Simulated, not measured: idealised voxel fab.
The name of this process module is voxel local oxidation.
Each square cell in cross-section cut measures 5 nm, and the section as a whole is 205 nm wide.
Think of the cross-section as a grid of square cells. We describe it in bands, top to bottom, and each band covers one or more rows of those cells.
Band: top and bottom heights (nm) first, top before bottom; then materials from left to right, widths in nm. "full width" marks a sole material filling the band edge to edge. "air" denotes empty space.
Basically, 0 is our baseline, since under it the wafer straight out of the box is all one material. The bottom band has no lower end and keeps on going down, so it looks like "0 -> down".
Read "30 to 40" as a graded width: first number on top, second number at the bottom, same change between each pair of neighbouring rows.
You'll sometimes find "left unchanged" written for a step, and that's the way of saying that nowhere in the cross-section did a cell change during that step.
So "Sealed-off cavities" is basically the list of trapped voids: any empty space of 8 cells or more that can't reach the top through an opening. They're written width x height at distance, the distance being from the left edge, and it's all nm.
Formally, on a step line, whatever follows the settings is a remark that the simulator itself makes on the step.
overlay nm: where the mask lay relative to plan, measured to the right, on steps with a mask; negatives go left.

## Here's what the planned process steps look like
step 1: RECEIVE, material Si
step 2: OXIDIZE, depth nm 5
step 3: CONFORMAL_DEP, material SiN, thk nm 10
step 4: MASKED_ETCH, tone cover, mask id ACTIVE, width nm 100, etch materials SiN, depth nm 10, overlay nm 0
step 5: SELECTIVE_ETCH, etch materials SiO2, depth nm 5
step 6: OXIDIZE, depth nm 10
step 7: STRIP, etch materials SiN

## Cross-section of the incoming wafer, state after step 1
> 0 -> down | Si full width
> Sealed-off cavities: none

## What the wafer looks like in cross-section after this module, when it starts as shown above and follows the plan above but one mistake is made in running it
> -5 -> -15 | 65 of air; 70 of Si; 70 of air
> -15 -> down | Si full width
> Sealed-off cavities: none
What was done differently from what was planned? step 7 ran differently from the plan; actual operation with settings: STRIP, etch materials SiO2
